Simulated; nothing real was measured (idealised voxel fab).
Process module in this document: voxel self aligned contacts
Displayed cross-section: cut, width of 145 nm, square cells sized 5 nm.
Each cross-section below is a grid of square cells, stated as bands in top-down order, with one or more rows of cells making up each band. The entry gives the band's vertical extent as a top height and a bottom height in nm, then its horizontal make-up as materials from left to right, each with a width in nm. "air" stands for empty space; a single material marked "all across" fills the band edge to edge. We count height from 0. Below that, the starting wafer is all one material. The lowest band never ends at the bottom but goes on down; see "top 0, no bottom" for how that is written. A two-number width, for instance "30..40", indicates that the width is equal to the first number in the top row of the band and to the second number in the bottom row, and that it changes by a constant amount per row of cells. Basically "all unchanged" means that step didn't change any cell in the cross-section. Listed in "Trapped void list": every empty space of 8 or more cells without an open way to the top. Form: width x height at distance, the distance being from the left edge, all in nm. after a step's settings: what the simulator itself notes on the step. Regarding "overlay nm": on a step with a mask, it is the distance the mask lay to the right of its planned place; a negative value places it to the left.
Process steps foreseen in the plan
| 1 | RECEIVE,material Si |
| 2 | CONFORMAL_DEP,material SiO2,thk nm 5 |
| 3 | DIRECTIONAL_DEP,material polySi,thk nm 20 |
| 4 | DIRECTIONAL_DEP,material SiN,thk nm 20 |
| 5 | PATTERN,tone cover,mask id GATE,material resist,width nm 35,pitch nm 70,thk nm 15,overlay nm 0 |
| 6 | DIRECTIONAL_ETCH,etch materials SiN,depth nm 20 |
| 7 | DIRECTIONAL_ETCH,etch materials polySi,depth nm 20 |
| 8 | STRIP,etch materials resist |
| 9 | CONFORMAL_DEP,material SiN,thk nm 10 |
| 10 | DIRECTIONAL_ETCH,etch materials SiN,depth nm 10 |
| 11 | FILL_DEP,material SiO2,thk nm 15 |
| 12 | CMP,height nm 55 |
| 13 | DIRECTIONAL_DEP,material aC,thk nm 15 |
| 14 | PATTERN,tone open,mask id CONTACT,material resist,width nm 55,thk nm 30,overlay nm 0 |
| 15 | DIRECTIONAL_ETCH,etch materials aC,depth nm 15 |
| 16 | STRIP,etch materials resist |
| 17 | DIRECTIONAL_ETCH,etch materials SiO2,depth nm 55 |
| 18 | STRIP,etch materials aC |
| 19 | CONFORMAL_DEP,material TiN,thk nm 5 |
| 20 | FILL_DEP,material W,thk nm 10 |
| 21 | CMP,height nm 55 |
| 22 | CONFORMAL_DEP,material SiN,thk nm 5 |
First wafer, as planned
Wafer cross-section on receipt, i.e. after step 1
  top 0, no bottom | Si all across
  Trapped void list: none
Cross-section of the wafer subsequent to step 2
  top 5, bottom 0 | SiO2 all across
  Note: structure below 0 unchanged.
Cross-section of the wafer subsequent to step 3
  top 25, bottom 5 | polySi all across
  Note: structure below 5 unchanged.
Cross-section of the wafer subsequent to step 4
  top 45, bottom 25 | SiN all across
  Note: structure below 25 unchanged.
Cross-section of the wafer subsequent to step 5
  top 60, bottom 45 | air: 20, resist: 35, air: 35, resist: 35, air: 20
  Note: structure below 45 unchanged.
Cross-section of the wafer subsequent to step 6
  top 60, bottom 45 | air: 20, resist: 35, air: 35, resist: 35, air: 20
  top 45, bottom 25 | air: 20, SiN: 35, air: 35, SiN: 35, air: 20
  Note: structure below 25 unchanged.
Cross-section of the wafer subsequent to step 7
  top 60, bottom 45 | air: 20, resist: 35, air: 35, resist: 35, air: 20
  top 45, bottom 25 | air: 20, SiN: 35, air: 35, SiN: 35, air: 20
  top 25, bottom 5 | air: 20, polySi: 35, air: 35, polySi: 35, air: 20
  Note: structure below 5 unchanged.
Cross-section of the wafer subsequent to step 8
  top 45, bottom 25 | air: 20, SiN: 35, air: 35, SiN: 35, air: 20
  Note: structure below 25 unchanged.
Cross-section of the wafer subsequent to step 9
  top 55, bottom 25 | air: 10, SiN: 55, air: 15, SiN: 55, air: 10
  top 25, bottom 15 | air: 10, SiN: 10, polySi: 35, SiN: 10, air: 15, SiN: 10, polySi: 35, SiN: 10, air: 10
  top 15, bottom 5 | SiN: 20, polySi: 35, SiN: 35, polySi: 35, SiN: 20
  Note: structure below 5 unchanged.
Cross-section of the wafer subsequent to step 10
  top 45, bottom 25 | air: 10, SiN: 55, air: 15, SiN: 55, air: 10
  top 25, bottom 5 | air: 10, SiN: 10, polySi: 35, SiN: 10, air: 15, SiN: 10, polySi: 35, SiN: 10, air: 10
  Note: structure below 5 unchanged.
Cross-section of the wafer subsequent to step 11
  top 60, bottom 45 | SiO2 all across
  top 45, bottom 25 | SiO2: 10, SiN: 55, SiO2: 15, SiN: 55, SiO2: 10
  top 25, bottom 5 | SiO2: 10, SiN: 10, polySi: 35, SiN: 10, SiO2: 15, SiN: 10, polySi: 35, SiN: 10, SiO2: 10
  Note: structure below 5 unchanged.
Cross-section of the wafer subsequent to step 12
  top 55, bottom 45 | SiO2 all across
  Note: structure below 45 unchanged.
Cross-section of the wafer subsequent to step 13
  top 70, bottom 55 | aC all across
  Note: structure below 55 unchanged.
Cross-section of the wafer subsequent to step 14
  top 100, bottom 70 | resist: 45, air: 55, resist: 45
  Note: structure below 70 unchanged.
Cross-section of the wafer subsequent to step 15
  top 85, bottom 70 | resist: 45, air: 55, resist: 45
  top 70, bottom 55 | aC: 45, air: 55, aC: 45
  Note: structure below 55 unchanged.
Cross-section of the wafer subsequent to step 16
  top 70, bottom 55 | aC: 45, air: 55, aC: 45
  Note: structure below 55 unchanged.
Cross-section of the wafer subsequent to step 17
  top 70, bottom 55 | aC: 45, air: 55, aC: 45
  top 55, bottom 45 | SiO2: 45, air: 55, SiO2: 45
  top 45, bottom 25 | SiO2: 10, SiN: 55, air: 15, SiN: 55, SiO2: 10
  top 25, bottom 5 | SiO2: 10, SiN: 10, polySi: 35, SiN: 10, air: 15, SiN: 10, polySi: 35, SiN: 10, SiO2: 10
  top 5, bottom 0 | SiO2: 65, air: 15, SiO2: 65
  Note: structure below 0 unchanged.
Cross-section of the wafer subsequent to step 18
  top 55, bottom 45 | SiO2: 45, air: 55, SiO2: 45
  Note: structure below 45 unchanged.
Cross-section of the wafer subsequent to step 19
  top 60, bottom 55 | TiN: 50, air: 45, TiN: 50
  top 55, bottom 45 | SiO2: 45, TiN: 5..25, air: 45..5, TiN: 5..25, SiO2: 45
  top 45, bottom 25 | SiO2: 10, SiN: 55, TiN: 5, air: 5, TiN: 5, SiN: 55, SiO2: 10
  top 25, bottom 5 | SiO2: 10, SiN: 10, polySi: 35, SiN: 10, TiN: 5, air: 5, TiN: 5, SiN: 10, polySi: 35, SiN: 10, SiO2: 10
  top 5, bottom 0 | SiO2: 65, TiN: 15, SiO2: 65
  Note: structure below 0 unchanged.
Cross-section of the wafer subsequent to step 20
  top 70, bottom 60 | W all across
  top 60, bottom 55 | TiN: 50, W: 45, TiN: 50
  top 55, bottom 45 | SiO2: 45, TiN: 5..25, W: 45..5, TiN: 5..25, SiO2: 45
  top 45, bottom 25 | SiO2: 10, SiN: 55, TiN: 5, W: 5, TiN: 5, SiN: 55, SiO2: 10
  top 25, bottom 5 | SiO2: 10, SiN: 10, polySi: 35, SiN: 10, TiN: 5, W: 5, TiN: 5, SiN: 10, polySi: 35, SiN: 10, SiO2: 10
  Note: structure below 5 unchanged.
Cross-section of the wafer subsequent to step 21
  top 55, bottom 45 | SiO2: 45, TiN: 5..25, W: 45..5, TiN: 5..25, SiO2: 45
  Note: structure below 45 unchanged.
Cross-section of the wafer subsequent to step 22
  top 60, bottom 55 | SiN all across
  Note: structure below 55 unchanged.
For the second wafer, take the first wafer's start and plan, then add one mistake made in running it; everything through step 21, that step included, is shared with the first
Second wafer, section view, time point: scheduled end of step 22
  top 70, bottom 55 | SiN all across
  Note: structure below 55 unchanged.
Heads up, the wafer didn't run the way we planned it: planned and actual differ for step 22; actual: CONFORMAL_DEP,material SiN,thk nm 15
Materials where the second wafer ends with more or fewer cells than the first: SiN +58
